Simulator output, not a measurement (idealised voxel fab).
A process module follows: voxel ribs on slabs.
Section cut is 175 nm wide and gridded with 5 nm square cells.
Cross-section, as written here: a square-cell grid given band by band from the top down, where a band holds one or more rows of cells. For a band, the entry starts with two heights in nm, that of the top and then that of the bottom, and carries on with the band's materials in order from left to right, each alongside its width in nm; the word "all across" beside a single material means it fills the band edge to edge, and "empty" means empty space. The reference from which all heights are counted is 0, the level beneath which the as-received wafer is entirely one material; the lowest band, having no lower bound, proceeds downward and is written after the example "0 down". The width entry "30 to 40" should be interpreted row by row: the top row of cells in the band takes the first number, the bottom row takes the second number, and the change between adjacent rows is uniform throughout. Take "remains unaltered" at face value: in the step it is given for, the cross-section changed in none of its cells. Any empty space of 8 cells or more lacking an open way to the top shows up in "Fully sealed cavities" as width x height at distance, distance from the left edge, in nm. Read whatever lies past the settings on a step's line as the simulator's own remark about the step. If you see "overlay nm" on a step's line and that step has a mask, it's telling you how far right of where it was planned the mask ended up; a negative number means it went left instead.

## Steps planned for the process
step 1: op RECEIVE | material Si
step 2: op DIRECTIONAL_DEP | material SiO2 | thk nm 25
step 3: op DIRECTIONAL_DEP | material SiN | thk nm 15
step 4: op MASKED_ETCH | tone cover | mask id RIB | width nm 30 | etch materials SiN | depth nm 10 | overlay nm 0
step 5: op DIRECTIONAL_DEP | material aC | thk nm 10
step 6: op PATTERN | tone cover | mask id SLAB | material resist | width nm 60 | thk nm 30 | overlay nm 0
step 7: op DIRECTIONAL_ETCH | etch materials aC | depth nm 10
step 8: op STRIP | etch materials resist
step 9: op DIRECTIONAL_ETCH | etch materials SiN | depth nm 5
step 10: op STRIP | etch materials aC
step 11: op FILL_DEP | material SiO2 | thk nm 20
step 12: op CMP | height nm 55
step 13: op DIRECTIONAL_DEP | material TiN | thk nm 10
step 14: op MASKED_ETCH | tone cover | mask id HEATER | width nm 40 | etch materials TiN | depth nm 10 | overlay nm 0
step 15: op CONFORMAL_DEP | material SiN | thk nm 10

## The first of a set of two wafers, run to plan

## as received, after step 1
  0 down: Si all across
  Fully sealed cavities: none

## Step 2 done - wafer cross-section
  25 to 0: SiO2 all across
  For the remainder of the cross-section, below 0, there is no change.

## Step 3 done - wafer cross-section
  40 to 25: SiN all across
  For the remainder of the cross-section, below 25, there is no change.

## Step 4 done - wafer cross-section
  40 to 30: empty=70 | SiN=30 | empty=75
  For the remainder of the cross-section, below 30, there is no change.

## Step 5 done - wafer cross-section
  50 to 40: empty=70 | aC=30 | empty=75
  40 to 30: aC=70 | SiN=30 | aC=75
  For the remainder of the cross-section, below 30, there is no change.

## Step 6 done - wafer cross-section
  80 to 50: empty=55 | resist=60 | empty=60
  50 to 40: empty=55 | resist=15 | aC=30 | resist=15 | empty=60
  For the remainder of the cross-section, below 40, there is no change.

## Step 7 done - wafer cross-section
  70 to 50: empty=55 | resist=60 | empty=60
  50 to 40: empty=55 | resist=15 | aC=30 | resist=15 | empty=60
  40 to 30: empty=55 | aC=15 | SiN=30 | aC=15 | empty=60
  For the remainder of the cross-section, below 30, there is no change.

## Step 8 done - wafer cross-section
  50 to 40: empty=70 | aC=30 | empty=75
  For the remainder of the cross-section, below 40, there is no change.

## Step 9 done - wafer cross-section
  50 to 40: empty=70 | aC=30 | empty=75
  40 to 30: empty=55 | aC=15 | SiN=30 | aC=15 | empty=60
  30 to 25: empty=55 | SiN=60 | empty=60
  For the remainder of the cross-section, below 25, there is no change.

## Step 10 done - wafer cross-section
  40 to 30: empty=70 | SiN=30 | empty=75
  For the remainder of the cross-section, below 30, there is no change.

## Step 11 done - wafer cross-section
  60 to 40: SiO2 all across
  40 to 30: SiO2=70 | SiN=30 | SiO2=75
  30 to 25: SiO2=55 | SiN=60 | SiO2=60
  For the remainder of the cross-section, below 25, there is no change.

## Step 12 done - wafer cross-section
  55 to 40: SiO2 all across
  For the remainder of the cross-section, below 40, there is no change.

## Step 13 done - wafer cross-section
  65 to 55: TiN all across
  For the remainder of the cross-section, below 55, there is no change.

## Step 14 done - wafer cross-section
  65 to 55: empty=65 | TiN=40 | empty=70
  For the remainder of the cross-section, below 55, there is no change.

## Step 15 done - wafer cross-section
  75 to 65: empty=55 | SiN=60 | empty=60
  65 to 55: SiN=65 | TiN=40 | SiN=70
  For the remainder of the cross-section, below 55, there is no change.

## second wafer: like start, like plan, one mistake. Through step 2 it matches the first wafer

## Cross-section of the second wafer at the time by which step 3 should have been completed according to the plan
  50 to 25: SiN all across
  For the remainder of the cross-section, below 25, there is no change.

## Cross-section of the second wafer at the time by which step 4 should have been completed according to the plan
  50 to 40: empty=70 | SiN=30 | empty=75
  For the remainder of the cross-section, below 40, there is no change.

## Cross-section of the second wafer at the time by which step 5 should have been completed according to the plan
  60 to 50: empty=70 | aC=30 | empty=75
  50 to 40: aC=70 | SiN=30 | aC=75
  For the remainder of the cross-section, below 40, there is no change.

## Cross-section of the second wafer at the time by which step 6 should have been completed according to the plan
  90 to 60: empty=55 | resist=60 | empty=60
  60 to 50: empty=55 | resist=15 | aC=30 | resist=15 | empty=60
  For the remainder of the cross-section, below 50, there is no change.

## Cross-section of the second wafer at the time by which step 7 should have been completed according to the plan
  80 to 60: empty=55 | resist=60 | empty=60
  60 to 50: empty=55 | resist=15 | aC=30 | resist=15 | empty=60
  50 to 40: empty=55 | aC=15 | SiN=30 | aC=15 | empty=60
  For the remainder of the cross-section, below 40, there is no change.

## Cross-section of the second wafer at the time by which step 8 should have been completed according to the plan
  60 to 50: empty=70 | aC=30 | empty=75
  For the remainder of the cross-section, below 50, there is no change.

## Cross-section of the second wafer at the time by which step 9 should have been completed according to the plan
  60 to 50: empty=70 | aC=30 | empty=75
  50 to 40: empty=55 | aC=15 | SiN=30 | aC=15 | empty=60
  40 to 35: empty=55 | SiN=60 | empty=60
  For the remainder of the cross-section, below 35, there is no change.

## Cross-section of the second wafer at the time by which step 10 should have been completed according to the plan
  50 to 40: empty=70 | SiN=30 | empty=75
  For the remainder of the cross-section, below 40, there is no change.

## Cross-section of the second wafer at the time by which step 11 should have been completed according to the plan
  70 to 50: SiO2 all across
  50 to 40: SiO2=70 | SiN=30 | SiO2=75
  40 to 35: SiO2=55 | SiN=60 | SiO2=60
  For the remainder of the cross-section, below 35, there is no change.

## Cross-section of the second wafer at the time by which step 12 should have been completed according to the plan
  55 to 50: SiO2 all across
  For the remainder of the cross-section, below 50, there is no change.

## Cross-section of the second wafer at the time by which step 13 should have been completed according to the plan
  65 to 55: TiN all across
  For the remainder of the cross-section, below 55, there is no change.

## Cross-section of the second wafer at the time by which step 14 should have been completed according to the plan
  65 to 55: empty=65 | TiN=40 | empty=70
  For the remainder of the cross-section, below 55, there is no change.

## Cross-section of the second wafer at the time by which step 15 should have been completed according to the plan
  75 to 65: empty=55 | SiN=60 | empty=60
  65 to 55: SiN=65 | TiN=40 | SiN=70
  For the remainder of the cross-section, below 55, there is no change.
Heads up, the wafer didn't run the way we planned it: step 3 changed vs plan, executed as op DIRECTIONAL_DEP | material SiN | thk nm 25
In the final state, the cell counts of the second wafer exceed or fall short of those of the first for the following materials: +70 SiN, -70 SiO2
